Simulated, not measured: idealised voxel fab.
You're looking at the process module voxel air gaps.
285 nm wide, 5 nm square cells: that's cross-section cut.
Heads up, the way a cross-section reads in here is a grid of square cells, handed over as bands from the top down, with every band being one or more rows of cells. Read a band's entry like this: the first values are the height of its top and the height of its bottom in nm, and what follows is the sequence of materials from left to right, each with its width in nm. Note that "air" is empty space, and that a single material marked "throughout" reaches across the band from edge to edge. Ref level 0: as-received wafer is one material below here. Bottom band extends down with no lower bound ("0 -> down"). Per-row width for "30..40": begins at first number (top row of band), ends at second number (bottom row), increment between rows held constant. "identical to before" after a step means that no cell of the cross-section changed. If an empty space has no open way to the top and is at least 8 cells in size, "Sealed cavities" lists it, written width x height at distance, where distance is measured from the left edge and every value is in nm. Text after the settings on a step's line: the simulator's own remark on that step. For masked steps, "overlay nm" on the step line gives how far right of plan the mask actually lay; a minus sign means it lay to the left.

This section lists the process steps that were planned
1) RECEIVE with material Si
2) CONFORMAL_DEP with material SiO2, thk nm 10
3) CONFORMAL_DEP with material SiN, thk nm 5
4) DIRECTIONAL_DEP with material lowk, thk nm 40
5) DIRECTIONAL_DEP with material aC, thk nm 10
6) PATTERN with tone open, mask id LINES, material resist, width nm 15, pitch nm 40, thk nm 25, overlay nm 0
7) DIRECTIONAL_ETCH with etch materials aC, depth nm 10
8) STRIP with etch materials resist
9) DIRECTIONAL_ETCH with etch materials lowk, depth nm 40
10) STRIP with etch materials aC
11) CONFORMAL_DEP with material TiN, thk nm 5
12) FILL_DEP with material Ru, thk nm 10
13) CMP with height nm 55
14) EPI with material Ru, thk nm 10
15) SELECTIVE_ETCH with etch materials lowk, depth nm 50
16) CONFORMAL_DEP with material SiN, thk nm 5

First of the two wafers, run per plan

Here's what the wafer looked like in cross-section when it arrived - that's after step 1
0 -> down  Si throughout
Sealed cavities: none

Wafer xsec, post step 2
10 -> 0  SiO2 throughout
Under 0: no change, same as before.

Wafer xsec, post step 3
15 -> 10  SiN throughout
Under 10: no change, same as before.

Wafer xsec, post step 4
55 -> 15  lowk throughout
Under 15: no change, same as before.

Wafer xsec, post step 5
65 -> 55  aC throughout
Under 55: no change, same as before.

Wafer xsec, post step 6
90 -> 65  resist 75 nm, then air 15 nm, then resist 25 nm, then air 15 nm, then resist 25 nm, then air 15 nm, then resist 25 nm, then air 15 nm, then resist 75 nm
Under 65: no change, same as before.

Wafer xsec, post step 7
80 -> 65  resist 75 nm, then air 15 nm, then resist 25 nm, then air 15 nm, then resist 25 nm, then air 15 nm, then resist 25 nm, then air 15 nm, then resist 75 nm
65 -> 55  aC 75 nm, then air 15 nm, then aC 25 nm, then air 15 nm, then aC 25 nm, then air 15 nm, then aC 25 nm, then air 15 nm, then aC 75 nm
Under 55: no change, same as before.

Wafer xsec, post step 8
65 -> 55  aC 75 nm, then air 15 nm, then aC 25 nm, then air 15 nm, then aC 25 nm, then air 15 nm, then aC 25 nm, then air 15 nm, then aC 75 nm
Under 55: no change, same as before.

Wafer xsec, post step 9
65 -> 55  aC 75 nm, then air 15 nm, then aC 25 nm, then air 15 nm, then aC 25 nm, then air 15 nm, then aC 25 nm, then air 15 nm, then aC 75 nm
55 -> 15  lowk 75 nm, then air 15 nm, then lowk 25 nm, then air 15 nm, then lowk 25 nm, then air 15 nm, then lowk 25 nm, then air 15 nm, then lowk 75 nm
Under 15: no change, same as before.

Wafer xsec, post step 10
55 -> 15  lowk 75 nm, then air 15 nm, then lowk 25 nm, then air 15 nm, then lowk 25 nm, then air 15 nm, then lowk 25 nm, then air 15 nm, then lowk 75 nm
Under 15: no change, same as before.

Wafer xsec, post step 11
60 -> 55  TiN 80 nm, then air 5 nm, then TiN 35 nm, then air 5 nm, then TiN 35 nm, then air 5 nm, then TiN 35 nm, then air 5 nm, then TiN 80 nm
55 -> 20  lowk 75 nm, then TiN 5 nm, then air 5 nm, then TiN 5 nm, then lowk 25 nm, then TiN 5 nm, then air 5 nm, then TiN 5 nm, then lowk 25 nm, then TiN 5 nm, then air 5 nm, then TiN 5 nm, then lowk 25 nm, then TiN 5 nm, then air 5 nm, then TiN 5 nm, then lowk 75 nm
20 -> 15  lowk 75 nm, then TiN 15 nm, then lowk 25 nm, then TiN 15 nm, then lowk 25 nm, then TiN 15 nm, then lowk 25 nm, then TiN 15 nm, then lowk 75 nm
Under 15: no change, same as before.

Wafer xsec, post step 12
70 -> 60  Ru throughout
60 -> 55  TiN 80 nm, then Ru 5 nm, then TiN 35 nm, then Ru 5 nm, then TiN 35 nm, then Ru 5 nm, then TiN 35 nm, then Ru 5 nm, then TiN 80 nm
55 -> 20  lowk 75 nm, then TiN 5 nm, then Ru 5 nm, then TiN 5 nm, then lowk 25 nm, then TiN 5 nm, then Ru 5 nm, then TiN 5 nm, then lowk 25 nm, then TiN 5 nm, then Ru 5 nm, then TiN 5 nm, then lowk 25 nm, then TiN 5 nm, then Ru 5 nm, then TiN 5 nm, then lowk 75 nm
Under 20: no change, same as before.

Wafer xsec, post step 13
55 -> 20  lowk 75 nm, then TiN 5 nm, then Ru 5 nm, then TiN 5 nm, then lowk 25 nm, then TiN 5 nm, then Ru 5 nm, then TiN 5 nm, then lowk 25 nm, then TiN 5 nm, then Ru 5 nm, then TiN 5 nm, then lowk 25 nm, then TiN 5 nm, then Ru 5 nm, then TiN 5 nm, then lowk 75 nm
Under 20: no change, same as before.

Wafer xsec, post step 14
65 -> 55  air 65 nm, then Ru 35 nm, then air 5 nm, then Ru 35 nm, then air 5 nm, then Ru 35 nm, then air 5 nm, then Ru 35 nm, then air 65 nm
Under 55: no change, same as before.

Wafer xsec, post step 15
65 -> 55  air 65 nm, then Ru 35 nm, then air 5 nm, then Ru 35 nm, then air 5 nm, then Ru 35 nm, then air 5 nm, then Ru 35 nm, then air 65 nm
55 -> 20  air 75 nm, then TiN 5 nm, then Ru 5 nm, then TiN 5 nm, then air 25 nm, then TiN 5 nm, then Ru 5 nm, then TiN 5 nm, then air 25 nm, then TiN 5 nm, then Ru 5 nm, then TiN 5 nm, then air 25 nm, then TiN 5 nm, then Ru 5 nm, then TiN 5 nm, then air 75 nm
20 -> 15  air 75 nm, then TiN 15 nm, then air 25 nm, then TiN 15 nm, then air 25 nm, then TiN 15 nm, then air 25 nm, then TiN 15 nm, then air 75 nm
Under 15: no change, same as before.

Wafer xsec, post step 16
70 -> 65  air 60 nm, then SiN 165 nm, then air 60 nm
65 -> 55  air 60 nm, then SiN 5 nm, then Ru 35 nm, then SiN 5 nm, then Ru 35 nm, then SiN 5 nm, then Ru 35 nm, then SiN 5 nm, then Ru 35 nm, then SiN 5 nm, then air 60 nm
55 -> 50  air 60 nm, then SiN 15 nm, then TiN 5 nm, then Ru 5 nm, then TiN 5 nm, then SiN 25 nm, then TiN 5 nm, then Ru 5 nm, then TiN 5 nm, then SiN 25 nm, then TiN 5 nm, then Ru 5 nm, then TiN 5 nm, then SiN 25 nm, then TiN 5 nm, then Ru 5 nm, then TiN 5 nm, then SiN 15 nm, then air 60 nm
50 -> 20  air 70 nm, then SiN 5 nm, then TiN 5 nm, then Ru 5 nm, then TiN 5 nm, then SiN 5 nm, then air 15 nm, then SiN 5 nm, then TiN 5 nm, then Ru 5 nm, then TiN 5 nm, then SiN 5 nm, then air 15 nm, then SiN 5 nm, then TiN 5 nm, then Ru 5 nm, then TiN 5 nm, then SiN 5 nm, then air 15 nm, then SiN 5 nm, then TiN 5 nm, then Ru 5 nm, then TiN 5 nm, then SiN 5 nm, then air 70 nm
20 -> 15  SiN 75 nm, then TiN 15 nm, then SiN 25 nm, then TiN 15 nm, then SiN 25 nm, then TiN 15 nm, then SiN 25 nm, then TiN 15 nm, then SiN 75 nm
Under 15: no change, same as before.
Sealed cavities: 15 x 30 at 95; 15 x 30 at 135; 15 x 30 at 175

Wafer two. Identical start, identical plan. One mistake in execution. Identical history through step 5

Second wafer, section view, time point: scheduled end of step 6
90 -> 65  resist 70 nm, then air 25 nm, then resist 15 nm, then air 25 nm, then resist 15 nm, then air 25 nm, then resist 15 nm, then air 25 nm, then resist 70 nm
Under 65: no change, same as before.

Second wafer, section view, time point: scheduled end of step 7
80 -> 65  resist 70 nm, then air 25 nm, then resist 15 nm, then air 25 nm, then resist 15 nm, then air 25 nm, then resist 15 nm, then air 25 nm, then resist 70 nm
65 -> 55  aC 70 nm, then air 25 nm, then aC 15 nm, then air 25 nm, then aC 15 nm, then air 25 nm, then aC 15 nm, then air 25 nm, then aC 70 nm
Under 55: no change, same as before.

Second wafer, section view, time point: scheduled end of step 8
65 -> 55  aC 70 nm, then air 25 nm, then aC 15 nm, then air 25 nm, then aC 15 nm, then air 25 nm, then aC 15 nm, then air 25 nm, then aC 70 nm
Under 55: no change, same as before.

Second wafer, section view, time point: scheduled end of step 9
65 -> 55  aC 70 nm, then air 25 nm, then aC 15 nm, then air 25 nm, then aC 15 nm, then air 25 nm, then aC 15 nm, then air 25 nm, then aC 70 nm
55 -> 15  lowk 70 nm, then air 25 nm, then lowk 15 nm, then air 25 nm, then lowk 15 nm, then air 25 nm, then lowk 15 nm, then air 25 nm, then lowk 70 nm
Under 15: no change, same as before.

Second wafer, section view, time point: scheduled end of step 10
55 -> 15  lowk 70 nm, then air 25 nm, then lowk 15 nm, then air 25 nm, then lowk 15 nm, then air 25 nm, then lowk 15 nm, then air 25 nm, then lowk 70 nm
Under 15: no change, same as before.

Second wafer, section view, time point: scheduled end of step 11
60 -> 55  TiN 75 nm, then air 15 nm, then TiN 25 nm, then air 15 nm, then TiN 25 nm, then air 15 nm, then TiN 25 nm, then air 15 nm, then TiN 75 nm
55 -> 20  lowk 70 nm, then TiN 5 nm, then air 15 nm, then TiN 5 nm, then lowk 15 nm, then TiN 5 nm, then air 15 nm, then TiN 5 nm, then lowk 15 nm, then TiN 5 nm, then air 15 nm, then TiN 5 nm, then lowk 15 nm, then TiN 5 nm, then air 15 nm, then TiN 5 nm, then lowk 70 nm
20 -> 15  lowk 70 nm, then TiN 25 nm, then lowk 15 nm, then TiN 25 nm, then lowk 15 nm, then TiN 25 nm, then lowk 15 nm, then TiN 25 nm, then lowk 70 nm
Under 15: no change, same as before.

Second wafer, section view, time point: scheduled end of step 12
70 -> 60  Ru throughout
60 -> 55  TiN 75 nm, then Ru 15 nm, then TiN 25 nm, then Ru 15 nm, then TiN 25 nm, then Ru 15 nm, then TiN 25 nm, then Ru 15 nm, then TiN 75 nm
55 -> 20  lowk 70 nm, then TiN 5 nm, then Ru 15 nm, then TiN 5 nm, then lowk 15 nm, then TiN 5 nm, then Ru 15 nm, then TiN 5 nm, then lowk 15 nm, then TiN 5 nm, then Ru 15 nm, then TiN 5 nm, then lowk 15 nm, then TiN 5 nm, then Ru 15 nm, then TiN 5 nm, then lowk 70 nm
Under 20: no change, same as before.

Second wafer, section view, time point: scheduled end of step 13
55 -> 20  lowk 70 nm, then TiN 5 nm, then Ru 15 nm, then TiN 5 nm, then lowk 15 nm, then TiN 5 nm, then Ru 15 nm, then TiN 5 nm, then lowk 15 nm, then TiN 5 nm, then Ru 15 nm, then TiN 5 nm, then lowk 15 nm, then TiN 5 nm, then Ru 15 nm, then TiN 5 nm, then lowk 70 nm
Under 20: no change, same as before.

Second wafer, section view, time point: scheduled end of step 14
65 -> 55  air 60 nm, then Ru 165 nm, then air 60 nm
Under 55: no change, same as before.

Second wafer, section view, time point: scheduled end of step 15
65 -> 55  air 60 nm, then Ru 165 nm, then air 60 nm
55 -> 20  air 70 nm, then TiN 5 nm, then Ru 15 nm, then TiN 5 nm, then lowk 15 nm, then TiN 5 nm, then Ru 15 nm, then TiN 5 nm, then lowk 15 nm, then TiN 5 nm, then Ru 15 nm, then TiN 5 nm, then lowk 15 nm, then TiN 5 nm, then Ru 15 nm, then TiN 5 nm, then air 70 nm
20 -> 15  air 70 nm, then TiN 25 nm, then lowk 15 nm, then TiN 25 nm, then lowk 15 nm, then TiN 25 nm, then lowk 15 nm, then TiN 25 nm, then air 70 nm
Under 15: no change, same as before.

Second wafer, section view, time point: scheduled end of step 16
70 -> 65  air 55 nm, then SiN 175 nm, then air 55 nm
65 -> 55  air 55 nm, then SiN 5 nm, then Ru 165 nm, then SiN 5 nm, then air 55 nm
55 -> 50  air 55 nm, then SiN 15 nm, then TiN 5 nm, then Ru 15 nm, then TiN 5 nm, then lowk 15 nm, then TiN 5 nm, then Ru 15 nm, then TiN 5 nm, then lowk 15 nm, then TiN 5 nm, then Ru 15 nm, then TiN 5 nm, then lowk 15 nm, then TiN 5 nm, then Ru 15 nm, then TiN 5 nm, then SiN 15 nm, then air 55 nm
50 -> 20  air 65 nm, then SiN 5 nm, then TiN 5 nm, then Ru 15 nm, then TiN 5 nm, then lowk 15 nm, then TiN 5 nm, then Ru 15 nm, then TiN 5 nm, then lowk 15 nm, then TiN 5 nm, then Ru 15 nm, then TiN 5 nm, then lowk 15 nm, then TiN 5 nm, then Ru 15 nm, then TiN 5 nm, then SiN 5 nm, then air 65 nm
20 -> 15  SiN 70 nm, then TiN 25 nm, then lowk 15 nm, then TiN 25 nm, then lowk 15 nm, then TiN 25 nm, then lowk 15 nm, then TiN 25 nm, then SiN 70 nm
Under 15: no change, same as before.
Diagnosis: step 6: run off-plan, actual operation and settings PATTERN with tone open, mask id LINES, material resist, width nm 25, pitch nm 40, thk nm 25, overlay nm 0
Final cells, second wafer relative to first, materials higher or lower: Ru +66, SiN -72, TiN +8, lowk +72
Final observation: first wafer, 3 closed voids; second wafer, 0 closed voids.
